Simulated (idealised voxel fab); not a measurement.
Process module heading - voxel ribs on slabs
Section shown: cut. Width: 235 nm. Cell size: 5 nm, square.
Cross-section = grid of square cells, listed top down in bands; band = one or more rows.
Top, bottom (nm), then materials left to right with widths (nm); lone material tagged "edge to edge" fills the whole band edge to edge; "air" = empty space.
Heads up on the height convention: 0 is the point under which the incoming wafer is all one material, and the lowest band has no bottom, it just keeps going down, like "z 0 and below".
So if you see something like "30..40" for the width, read it as the top row of the band sitting at the first number and the bottom row at the second, with every row in between moving by the same amount as the last.
"no change" for a step: no cell of the cross-section changed in that step.
Heads up: "Encapsulated voids" only lists the empty pockets with no open path to the top that are 8 cells or more, and it writes them as width x height at distance, distance from the left edge, in nm.
Post-settings text on a step line: simulator's own remark regarding the step.
"overlay nm" denotes, for a step that has a mask, the displacement of the mask to the right of its planned place, with negative values corresponding to the left.

### Planned process steps
1,RECEIVE: material Si
2,DIRECTIONAL_DEP: material SiO2, thk nm 25
3,DIRECTIONAL_DEP: material polySi, thk nm 20
4,MASKED_ETCH: tone cover, mask id RIB, width nm 20, etch materials polySi, depth nm 5, overlay nm 0
5,MASKED_ETCH: tone cover, mask id SLAB, width nm 70, etch materials polySi, depth nm 15, overlay nm 0
6,FILL_DEP: material SiO2, thk nm 25
7,CMP: height nm 65
8,DIRECTIONAL_DEP: material TiN, thk nm 5
9,PATTERN: tone cover, mask id HEATER, material resist, width nm 30, thk nm 20, overlay nm 0
10,DIRECTIONAL_ETCH: etch materials TiN, depth nm 5
11,STRIP: etch materials resist
12,CONFORMAL_DEP: material SiO2, thk nm 5

### Shown in cross-section is the wafer as received, that is, as it stands after step 1
> z 0 and below | Si edge to edge
> Encapsulated voids: none

### Here's the wafer cut in cross-section after the module, started and planned just like above, except one thing was done wrong in the run
> z 75 to 70 | air (95), SiO2 (40), air (100)
> z 70 to 65 | SiO2 (100), TiN (30), SiO2 (105)
> z 65 to 20 | SiO2 edge to edge
> z 20 to 0 | polySi edge to edge
> z 0 and below | Si edge to edge
> Encapsulated voids: none
It is concluded that the wafer was processed incorrectly with respect to the plan, in that a sequencing error occurred in which plan steps 2 and 3 were transposed
